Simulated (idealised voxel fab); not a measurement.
process module | voxel plated lines
cross-section cut | 225 nm wide | cells 5 nm
A cross-section is a grid of square cells, given in bands from the top down. A band is one or more rows of cells.
Each band's line starts with the height of the band's top and of its bottom, in nm. Then come its materials from left to right, each with its width in nm. One material with "throughout" fills the band from edge to edge. "air" is empty space.
Height 0 is the level under which the wafer as received is all one material. The lowest band goes on downwards, as in "0 down".
A width such as "30 to 40" changes by the same amount from each row of cells to the next, from the band's top row to its bottom row.
"no change" after a step means that no cell of the cross-section changed.
closed voids: empty space of 8 cells or more with no open way to the top, each as width x height at its distance from the left edge, in nm
after a step's settings: what the simulator itself notes on the step
overlay nm, on a step with a mask: how far to the right of its planned place the mask lay; to the left if negative
plan
1 op RECEIVE | material Si
2 op CONFORMAL_DEP | material Al2O3 | thk nm 15
3 op DIRECTIONAL_DEP | material TiN | thk nm 5
4 op PATTERN | tone open | mask id LINES | material resist | width nm 20 | pitch nm 45 | thk nm 30 | overlay nm 0
5 op EPI | material Ru | thk nm 5
6 op EPI | material Ru | thk nm 10
7 op STRIP | etch materials resist
8 op DIRECTIONAL_ETCH | etch materials TiN | depth nm 5
9 op CONFORMAL_DEP | material SiN | thk nm 5
as received, after step 1
  0 down: Si throughout
  closed voids: none
first wafer at the end, as planned
  40 to 35: air 30 | SiN 30 | air 15 | SiN 30 | air 15 | SiN 30 | air 15 | SiN 30 | air 30
  35 to 20: air 30 | SiN 5 | Ru 20 | SiN 5 | air 15 | SiN 5 | Ru 20 | SiN 5 | air 15 | SiN 5 | Ru 20 | SiN 5 | air 15 | SiN 5 | Ru 20 | SiN 5 | air 30
  20 to 15: SiN 35 | TiN 20 | SiN 25 | TiN 20 | SiN 25 | TiN 20 | SiN 25 | TiN 20 | SiN 35
  15 to 0: Al2O3 throughout
  0 down: Si throughout
  closed voids: none
second wafer at the end: like start, like plan, one mistake
  40 to 35: SiN 40 | air 10 | SiN 35 | air 10 | SiN 35 | air 10 | SiN 35 | air 10 | SiN 40
  35 to 20: Ru 35 | SiN 5 | air 10 | SiN 5 | Ru 25 | SiN 5 | air 10 | SiN 5 | Ru 25 | SiN 5 | air 10 | SiN 5 | Ru 25 | SiN 5 | air 10 | SiN 5 | Ru 35
  20 to 15: TiN 35 | SiN 20 | TiN 25 | SiN 20 | TiN 25 | SiN 20 | TiN 25 | SiN 20 | TiN 35
  15 to 0: Al2O3 throughout
  0 down: Si throughout
  closed voids: none
what went wrong: step 4 ran as: op PATTERN | tone cover | mask id LINES | material resist | width nm 20 | pitch nm 45 | thk nm 30 | overlay nm 0
at the end the second wafer has, in cells: 39 more of Ru | 13 more of TiN
